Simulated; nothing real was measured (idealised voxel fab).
Presented below is a process module, voxel capacitor over wiring.
Square cell edge 5 nm, section width 185 nm, ID cut.
Cross-section spec: square-cell grid; bands listed top down; each band is one or more rows.
Quick guide to a band line: top height, bottom height (nm) up front; then every material left to right with its width in nm. Only one material and it's marked "everywhere"? Then it fills the band edge to edge. And "empty" just means empty space.
All heights in this document are referenced to 0, defined as the level beneath which the wafer, as received, consists entirely of one material. The lowest band is not bounded below; it extends indefinitely downward and is written in the form "0 and below".
The width entry "30..40" should be interpreted row by row: the top row of cells in the band takes the first number, the bottom row takes the second number, and the change between adjacent rows is uniform throughout.
When a step is marked "no change", none of the cells in the cross-section changed during that step.
Closed void register: empty space of 8 cells or more with no open way to the top, each as width x height at its distance from the left edge, in nm
Past the settings on a step's line: simulator remark, on that step.
overlay nm: mask offset rightward from planned place, masked step; negative means leftward offset.
Quick note on how to read the rest: it's all pairs. You get the cross-section before a process step and the one after, but the after one only goes down as far as the lowest band that changed. The step in between, with its settings, sits under the pair. Heads up, the pairs can come from different runs of this module on the same starting wafer, so don't assume a pair picks up from the one above unless its "Preceding state" entry says it does.

PRECEDING STATE
  45 down to 35 = Cu (45) | TiN (5) | SiO2 (15) | TiN (5) | Cu (115)
  35 down to 30 = TiN (50) | SiCN (15) | TiN (120)
  30 down to 15 = lowk (35) | TiN (5) | Cu (20) | TiN (5) | lowk (55) | TiN (5) | Cu (20) | TiN (5) | lowk (35)
  15 down to 10 = SiCN (35) | TiN (30) | SiCN (55) | TiN (30) | SiCN (35)
  10 down to 0 = SiO2 everywhere
  0 and below = Si everywhere
  Closed void register: none

STEP RESULT
  50 down to 45 = TiN everywhere
  Under the height 45 nothing was changed.
  Closed void register: none
The step that takes the structure from the upper cross-section to the lower one is DIRECTIONAL_DEP [material TiN] [thk nm 5]

Preceding state: just use the after drawing of the pair above as your starting point.

STEP RESULT
  55 down to 50 = SiN everywhere
  Under the height 50 nothing was changed.
  Closed void register: none
The step that takes the structure from the upper cross-section to the lower one is DIRECTIONAL_DEP [material SiN] [thk nm 5]

Preceding state: just use the after drawing of the pair above as your starting point.

STEP RESULT
  60 down to 55 = TiN everywhere
  Under the height 55 nothing was changed.
  Closed void register: none
The step that takes the structure from the upper cross-section to the lower one is DIRECTIONAL_DEP [material TiN] [thk nm 5]

Preceding state: just use the after drawing of the pair above as your starting point.

STEP RESULT
  80 down to 60 = empty (50) | resist (60) | empty (75)
  Under the height 60 nothing was changed.
  Closed void register: none
The step that takes the structure from the upper cross-section to the lower one is PATTERN [tone cover] [mask id UPPER_PLATE] [material resist] [width nm 60] [thk nm 20] [overlay nm 0]

Preceding state: just use the after drawing of the pair above as your starting point.

STEP RESULT
  80 down to 60 = empty (50) | resist (60) | empty (75)
  60 down to 55 = empty (50) | TiN (60) | empty (75)
  Under the height 55 nothing was changed.
  Closed void register: none
The step that takes the structure from the upper cross-section to the lower one is DIRECTIONAL_ETCH [etch materials TiN] [depth nm 5]

Preceding state: just use the after drawing of the pair above as your starting point.

STEP RESULT
  80 down to 60 = empty (50) | resist (60) | empty (75)
  60 down to 55 = empty (50) | TiN (60) | empty (75)
  55 down to 50 = empty (50) | SiN (60) | empty (75)
  Under the height 50 nothing was changed.
  Closed void register: none
The step that takes the structure from the upper cross-section to the lower one is DIRECTIONAL_ETCH [etch materials SiN] [depth nm 5]

Preceding state: just use the after drawing of the pair above as your starting point.

STEP RESULT
  60 down to 55 = empty (50) | TiN (60) | empty (75)
  Under the height 55 nothing was changed.
  Closed void register: none
The step that takes the structure from the upper cross-section to the lower one is STRIP [etch materials resist]

Preceding state: just use the after drawing of the pair above as your starting point.

STEP RESULT
  80 down to 60 = empty (45) | resist (70) | empty (70)
  60 down to 55 = empty (45) | resist (5) | TiN (60) | resist (5) | empty (70)
  55 down to 50 = empty (45) | resist (5) | SiN (60) | resist (5) | empty (70)
  Under the height 50 nothing was changed.
  Closed void register: none
The step that takes the structure from the upper cross-section to the lower one is PATTERN [tone cover] [mask id LOWER_PLATE] [material resist] [width nm 70] [thk nm 20] [overlay nm 0]

Preceding state: just use the after drawing of the pair above as your starting point.

STEP RESULT
  80 down to 60 = empty (45) | resist (70) | empty (70)
  60 down to 55 = empty (45) | resist (5) | TiN (60) | resist (5) | empty (70)
  55 down to 50 = empty (45) | resist (5) | SiN (60) | resist (5) | empty (70)
  50 down to 45 = empty (45) | TiN (70) | empty (70)
  Under the height 45 nothing was changed.
  Closed void register: none
The step that takes the structure from the upper cross-section to the lower one is DIRECTIONAL_ETCH [etch materials TiN] [depth nm 5]

Preceding state: just use the after drawing of the pair above as your starting point.

STEP RESULT
  60 down to 55 = empty (50) | TiN (60) | empty (75)
  55 down to 50 = empty (50) | SiN (60) | empty (75)
  Under the height 50 nothing was changed.
  Closed void register: none
The step that takes the structure from the upper cross-section to the lower one is STRIP [etch materials resist]

Preceding state: just use the after drawing of the pair above as your starting point.

STEP RESULT
  80 down to 60 = SiO2 everywhere
  60 down to 55 = SiO2 (50) | TiN (60) | SiO2 (75)
  55 down to 50 = SiO2 (50) | SiN (60) | SiO2 (75)
  50 down to 45 = SiO2 (45) | TiN (70) | SiO2 (70)
  Under the height 45 nothing was changed.
  Closed void register: none
The step that takes the structure from the upper cross-section to the lower one is FILL_DEP [material SiO2] [thk nm 20]

Preceding state: just use the after drawing of the pair above as your starting point.

STEP RESULT
  75 down to 60 = SiO2 everywhere
  Under the height 60 nothing was changed.
  Closed void register: none
The step that takes the structure from the upper cross-section to the lower one is CMP [height nm 75]

Preceding state: just use the after drawing of the pair above as your starting point.

STEP RESULT
  75 down to 60 = SiO2 (60) | empty (15) | SiO2 (110)
  Under the height 60 nothing was changed.
  Closed void register: none
The step that takes the structure from the upper cross-section to the lower one is MASKED_ETCH [tone open] [mask id PLUG_2] [width nm 15] [etch materials SiO2] [depth nm 15] [overlay nm 0]

Preceding state: just use the after drawing of the pair above as your starting point.

STEP RESULT
  80 down to 75 = TiN (65) | empty (5) | TiN (115)
  75 down to 65 = SiO2 (60) | TiN (5) | empty (5) | TiN (5) | SiO2 (110)
  65 down to 55 = SiO2 (60..50) | TiN (15..60) | SiO2 (110..75)
  Under the height 55 nothing was changed.
  Closed void register: none
The step that takes the structure from the upper cross-section to the lower one is CONFORMAL_DEP [material TiN] [thk nm 5]

Preceding state: just use the after drawing of the pair above as your starting point.

STEP RESULT
  85 down to 80 = Ru everywhere
  80 down to 75 = TiN (65) | Ru (5) | TiN (115)
  75 down to 65 = SiO2 (60) | TiN (5) | Ru (5) | TiN (5) | SiO2 (110)
  Under the height 65 nothing was changed.
  Closed void register: none
The step that takes the structure from the upper cross-section to the lower one is FILL_DEP [material Ru] [thk nm 5]

Preceding state: just use the after drawing of the pair above as your starting point.

STEP RESULT
  75 down to 65 = SiO2 (60) | TiN (5) | Ru (5) | TiN (5) | SiO2 (110)
  Under the height 65 nothing was changed.
  Closed void register: none
The step that takes the structure from the upper cross-section to the lower one is CMP [height nm 75]

Preceding state: just use the after drawing of the pair above as your starting point.

STEP RESULT
  80 down to 75 = SiCN everywhere
  Under the height 75 nothing was changed.
  Closed void register: none
The step that takes the structure from the upper cross-section to the lower one is CONFORMAL_DEP [material SiCN] [thk nm 5]
